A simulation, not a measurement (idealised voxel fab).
This is a process module. Its name is voxel tone inversion.
Each square cell in cross-section cut measures 5 nm, and the section as a whole is 170 nm wide.
Think of the cross-section as a grid of square cells. We describe it in bands, top to bottom, and each band covers one or more rows of those cells. Band: top height; bottom height; in nm. Then, left to right: material with width in nm, for each material. "everywhere": a single material spanning edge to edge. "blank": empty space. The level at which height equals 0 is the one under which the wafer, as it arrives, is entirely one material. No lower edge exists for the bottom band, which continues downward and is notated as in "0 -> down". A width such as "30->40" changes by the same amount from each row of cells to the next, from the band's top row to its bottom row. Where the words "no modifications" appear for a step, the cross-section shows no cell changed by that step; every cell remained as before. What "Cavities, sealed" gives you is every empty space of 8 cells or more that is cut off from the top. Each appears as width x height at distance, with the distance taken from the left edge and width, height and distance all in nm. Step line, after settings: the simulator's comment on this step. A step line may carry the setting "overlay nm", which, for steps involving a mask, states the distance by which the mask lay to the right of its intended position; negative values denote displacement to the left.

## Steps in the process plan
1,RECEIVE (material Si)
2,CONFORMAL_DEP (material SiN; thk nm 10)
3,DIRECTIONAL_DEP (material polySi; thk nm 20)
4,PATTERN (tone cover; mask id POSTS; material resist; width nm 15; pitch nm 45; thk nm 25; overlay nm 0)
5,DIRECTIONAL_ETCH (etch materials polySi; depth nm 20)
6,STRIP (etch materials resist)
7,FILL_DEP (material lowk; thk nm 10)
8,CMP (height nm 30)
9,STRIP (etch materials polySi)
10,CONFORMAL_DEP (material TiN; thk nm 5)
11,FILL_DEP (material Cu; thk nm 10)
12,CMP (height nm 30)
13,CONFORMAL_DEP (material SiCN; thk nm 5)

## Cross-section: wafer on arrival = after step 1
> 0 -> down | Si everywhere
> Cavities, sealed: none

## Starting wafer: above. Plan: above. Run: one mistake. Cross-section after the module: below
> 35 -> 30 | SiCN everywhere
> 30 -> 15 | lowk (25), TiN (5), Cu (15), TiN (5), lowk (20), TiN (5), Cu (15), TiN (5), lowk (20), TiN (5), Cu (15), TiN (5), lowk (30)
> 15 -> 10 | lowk (25), TiN (25), lowk (20), TiN (25), lowk (20), TiN (25), lowk (30)
> 10 -> 0 | SiN everywhere
> 0 -> down | Si everywhere
> Cavities, sealed: none
It is concluded that the wafer was processed incorrectly with respect to the plan, in that step 4 went in with a setting other than planned; the actual run was PATTERN (tone cover; mask id POSTS; material resist; width nm 25; pitch nm 45; thk nm 25; overlay nm 0)
